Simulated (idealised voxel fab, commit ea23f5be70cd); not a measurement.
The process module that follows is named voxel self aligned vias.
This is section cut - it's 265 nm across, gridded in 5 nm square cells.
Just so we're on the same page, the cross-sections are grids of square cells, and they're listed out in bands top to bottom, each band one or more rows deep. What a band's entry tells you: where the top is and where the bottom is, as heights in nm, and after that what lies inside, material by material from left to right, each with its width in nm. Empty space is written as the word "empty", and a single material marked with the word "everywhere" occupies the band from edge to edge. The level at which height equals 0 is the one under which the wafer, as it arrives, is entirely one material. No lower edge exists for the bottom band, which continues downward and is notated as in "z 0 and below". Graded width ("30->40"): value in top row of band = first number; value in bottom row = second number; row-to-row change constant. "no modification" means the step left every cell of the cross-section as it was. "Sealed voids" contains a list of empty spaces, each no smaller than 8 cells and without an open way to the top, written in the form width x height at distance with the distance from the left edge and all three in nm. Whatever follows a step's settings on its line is a remark the simulator itself makes about that step. The "overlay nm" setting may appear on a step's line; for a step that uses a mask, it gives how far to the right of its planned position the mask lay, and a negative value indicates the left.
Listed below are the process steps as planned
step 1: RECEIVE | material Si
step 2: CONFORMAL_DEP | material SiO2 | thk nm 10
step 3: CONFORMAL_DEP | material SiCN | thk nm 5
step 4: DIRECTIONAL_DEP | material lowk | thk nm 25
step 5: MASKED_ETCH | tone open | mask id LINES | width nm 25 | pitch nm 65 | etch materials lowk | depth nm 25 | overlay nm 0
step 6: CONFORMAL_DEP | material TiN | thk nm 5
step 7: FILL_DEP | material W | thk nm 5
step 8: CMP | height nm 40
step 9: SELECTIVE_ETCH | etch materials W Ru TiN | depth nm 10
step 10: FILL_DEP | material SiN | thk nm 10
step 11: CMP | height nm 40
step 12: DIRECTIONAL_DEP | material lowk | thk nm 15
step 13: DIRECTIONAL_DEP | material aC | thk nm 15
step 14: PATTERN | tone open | mask id VIAS | material resist | width nm 35 | pitch nm 130 | thk nm 30 | overlay nm 0
step 15: DIRECTIONAL_ETCH | etch materials aC | depth nm 15
step 16: STRIP | etch materials resist
step 17: DIRECTIONAL_ETCH | etch materials lowk | depth nm 15
step 18: DIRECTIONAL_ETCH | etch materials SiN | depth nm 10
step 19: STRIP | etch materials aC
step 20: CONFORMAL_DEP | material TiN | thk nm 5
step 21: FILL_DEP | material Cu | thk nm 5
step 22: CMP | height nm 55
step 23: CONFORMAL_DEP | material SiCN | thk nm 5
Step 1 complete: cross-section of the wafer as received
  z 0 and below: Si everywhere
  Sealed voids: none
Cross-sectional image of the first of two wafers at the end of the module, the run having proceeded as planned
  z 60 to 55: SiCN everywhere
  z 55 to 45: 50 lowk; 5 TiN; 25 Cu; 5 TiN; 95 lowk; 5 TiN; 25 Cu; 5 TiN; 50 lowk
  z 45 to 40: 50 lowk; 10 TiN; 15 Cu; 10 TiN; 95 lowk; 10 TiN; 15 Cu; 10 TiN; 50 lowk
  z 40 to 35: 55 lowk; 5 TiN; 15 Cu; 5 TiN; 40 lowk; 25 SiN; 40 lowk; 5 TiN; 15 Cu; 5 TiN; 55 lowk
  z 35 to 30: 55 lowk; 25 TiN; 40 lowk; 25 SiN; 40 lowk; 25 TiN; 55 lowk
  z 30 to 20: 55 lowk; 5 TiN; 15 W; 5 TiN; 40 lowk; 5 TiN; 15 W; 5 TiN; 40 lowk; 5 TiN; 15 W; 5 TiN; 55 lowk
  z 20 to 15: 55 lowk; 25 TiN; 40 lowk; 25 TiN; 40 lowk; 25 TiN; 55 lowk
  z 15 to 10: SiCN everywhere
  z 10 to 0: SiO2 everywhere
  z 0 and below: Si everywhere
  Sealed voids: none
Wafer two, sectioned after the module: the first wafer's start, the first wafer's plan, and one mistake in how it was run
  z 60 to 55: SiCN everywhere
  z 55 to 45: 50 lowk; 5 TiN; 25 Cu; 5 TiN; 95 lowk; 5 TiN; 25 Cu; 5 TiN; 50 lowk
  z 45 to 40: 50 lowk; 35 TiN; 95 lowk; 35 TiN; 50 lowk
  z 40 to 35: SiCN everywhere
  z 35 to 10: lowk everywhere
  z 10 to 0: SiO2 everywhere
  z 0 and below: Si everywhere
  Sealed voids: none
What was the processing mistake? note: step 3 <-> step 4, run order reversed vs plan
In the final state, the cell counts of the second wafer exceed or fall short of those of the first for the following materials: Cu -12; SiN -10; TiN -35; W -18; lowk +75
